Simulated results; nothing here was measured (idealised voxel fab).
This is a process module. Its name is voxel tone inversion.
Cross-section cut: width 295 nm, square cells of 5 nm.
How to read a cross-section here: the picture is a grid of square cells, written as bands going from the top down, and any band can span one or more rows of cells.
The band entry comprises the height of the band's top followed by the height of its bottom, expressed in nm, and subsequently the band's materials from left to right, each stated together with its width in nm. Where a single material is marked with the word "everywhere", that material fills the band from edge to edge. The word "blank" represents empty space.
Heights are reckoned from 0. Under this level, the received wafer is all of one material. The bottommost band is open-ended downward, for example "top 0, no bottom".
You'd read "30 to 40" like this: the band's top row of cells is as wide as the first number, its bottom row is as wide as the second, and going down, every row changes width by the same amount as the row before did.
"nothing changed" after a step means that no cell of the cross-section changed.
"Enclosed void entries" enumerates empty spaces isolated from the top, with no open way to it, that contain at least 8 cells, giving each as width x height at distance from the left edge, all three in nm.
Heads up: the bit after the settings on a step's line is the simulator's remark on that step.
The setting "overlay nm" may be written on the line of a step. When the step uses a mask, the value reports how far to the right of the planned place the mask lay, and a negative value reports that it lay to the left.

## This section lists the process steps that were planned
| 1 | RECEIVE,material Si |
| 2 | CONFORMAL_DEP,material SiN,thk nm 5 |
| 3 | DIRECTIONAL_DEP,material aC,thk nm 20 |
| 4 | PATTERN,tone cover,mask id POSTS,material resist,width nm 25,pitch nm 50,thk nm 30,overlay nm 0 |
| 5 | DIRECTIONAL_ETCH,etch materials aC,depth nm 20 |
| 6 | STRIP,etch materials resist |
| 7 | FILL_DEP,material SiO2,thk nm 5 |
| 8 | CMP,height nm 25 |
| 9 | STRIP,etch materials aC |

## Wafer cross-section on receipt, i.e. after step 1
* top 0, no bottom: Si everywhere
* Enclosed void entries: none

## Look at the cross-section after the module: the wafer started out the way shown above and the plan was the one shown above, yet one mistake was made along the way
* top 25, bottom 20: SiO2 everywhere
* top 20, bottom 0: 60 nm SiO2 / 25 nm aC / 25 nm SiO2 / 25 nm aC / 25 nm SiO2 / 25 nm aC / 25 nm SiO2 / 25 nm aC / 60 nm SiO2
* top 0, no bottom: Si everywhere
* Enclosed void entries: none
Want to know what went wrong? plan step 2 was not performed, having been skipped
